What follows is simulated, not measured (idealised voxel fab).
The process module that follows is named voxel ribs on slabs.
Square cell edge 5 nm, section width 155 nm, ID cut.
Reading order for cross-sections: top band down to bottom band. Underlying form: a grid of square cells. Band size: one or more rows of cells. Quick guide to a band line: top height, bottom height (nm) up front; then every material left to right with its width in nm. Only one material and it's marked "full width"? Then it fills the band edge to edge. And "blank" just means empty space. Heights are measured from 0, the level below which the as-received wafer is all one material; the lowest band has no bottom and continues downward, written as in "0 -> down". It should be noted that a width expressed as "30 to 40" varies in equal increments from row to row of cells within the band, taking the value of the first number at the top row and that of the second number at the bottom row. "all unchanged" (step): cross-section cells unchanged, all of them. Each empty space that has no open way to the top and spans at least 8 cells appears under "Sealed internal voids" as width x height at distance, the distance counted from the left edge, all in nm. That trailing text on a step's line, after the settings, is the simulator's own remark on the step. The line of a step may include "overlay nm". On a step with a mask, this value is how far to the right of its planned place the mask lay. A negative value means the mask lay to the left.

BELOW IS THE LIST OF PLANNED PROCESS STEPS
1. RECEIVE | material Si
2. DIRECTIONAL_DEP | material SiO2 | thk nm 30
3. DIRECTIONAL_DEP | material polySi | thk nm 15
4. MASKED_ETCH | tone cover | mask id RIB | width nm 20 | etch materials polySi | depth nm 5 | overlay nm 0
5. MASKED_ETCH | tone cover | mask id SLAB | width nm 50 | etch materials polySi | depth nm 10 | overlay nm 0
6. FILL_DEP | material SiO2 | thk nm 25
7. CMP | height nm 60
8. DIRECTIONAL_DEP | material TiN | thk nm 5
9. PATTERN | tone cover | mask id HEATER | material resist | width nm 30 | thk nm 20 | overlay nm 0
10. DIRECTIONAL_ETCH | etch materials TiN | depth nm 5
11. STRIP | etch materials resist
12. CONFORMAL_DEP | material SiO2 | thk nm 10

CROSS-SECTION OF THE INCOMING WAFER, STATE AFTER STEP 1
* 0 -> down = Si full width
* Sealed internal voids: none

FINAL WAFER PROFILE IN CROSS-SECTION AFTER THE MODULE, FROM THE SAME START AND PLAN AS ABOVE, WITH ONE MISTAKE MADE DURING PROCESSING
* 75 -> 70 = blank=55, then SiO2=50, then blank=50
* 70 -> 65 = SiO2 full width
* 65 -> 60 = SiO2=65, then TiN=30, then SiO2=60
* 60 -> 45 = SiO2 full width
* 45 -> 40 = SiO2=65, then polySi=20, then SiO2=70
* 40 -> 30 = SiO2=50, then polySi=50, then SiO2=55
* 30 -> 0 = SiO2 full width
* 0 -> down = Si full width
* Sealed internal voids: none
Processing error: step 9 ran with different settings than intended, the actual operation and settings being PATTERN | tone cover | mask id HEATER | material resist | width nm 30 | thk nm 20 | overlay nm 5
